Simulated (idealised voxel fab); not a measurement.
Herein follows the process module entitled voxel lift off.
It is cross-section cut that appears here, measuring 165 nm in width, its square cells being 5 nm in size.
A cross-section is a grid of square cells, given in bands from the top down. A band is one or more rows of cells. Basically the band line says how high the top is and how high the bottom is, in nm, and then what's in it from left to right, every material with its width in nm. Empty space shows up as "air", and if a single material carries "edge to edge" it runs the full band edge to edge. Heights from 0 (as-received wafer is one material below). Bottom band endless downward, as "0 down". Read "30..40" as a graded width: first number on top, second number at the bottom, same change between each pair of neighbouring rows. "left unchanged" (step): cross-section cells unchanged, all of them. Closed-off voids of 8+ cells (no open route to the top) go in "Trapped void list", written width x height at distance from the left edge, in nm. Past the settings on a step's line: simulator remark, on that step. The setting "overlay nm" may be written on the line of a step. When the step uses a mask, the value reports how far to the right of the planned place the mask lay, and a negative value reports that it lay to the left.

The steps planned for the process are as follows
1: RECEIVE,material Si
2: CONFORMAL_DEP,material Al2O3,thk nm 5
3: PATTERN,tone open,mask id LINES,material resist,width nm 30,pitch nm 45,thk nm 15,overlay nm 0
4: DIRECTIONAL_DEP,material Ru,thk nm 5
5: STRIP,etch materials resist
6: CONFORMAL_DEP,material SiN,thk nm 5

Cross-section of the incoming wafer, state after step 1
	0 down: Si edge to edge
	Trapped void list: none

Post-module cross-section: identical start and plan to those above, one misstep in execution
	25 to 20: air: 5, SiN: 150, air: 10
	20 to 10: SiN edge to edge
	10 to 5: SiN: 20, Ru: 30, SiN: 15, Ru: 30, SiN: 15, Ru: 30, SiN: 25
	5 to 0: Al2O3 edge to edge
	0 down: Si edge to edge
	Trapped void list: none
Heads up, the wafer didn't run the way we planned it: step 6 did not happen as planned, as run it was CONFORMAL_DEP,material SiN,thk nm 15
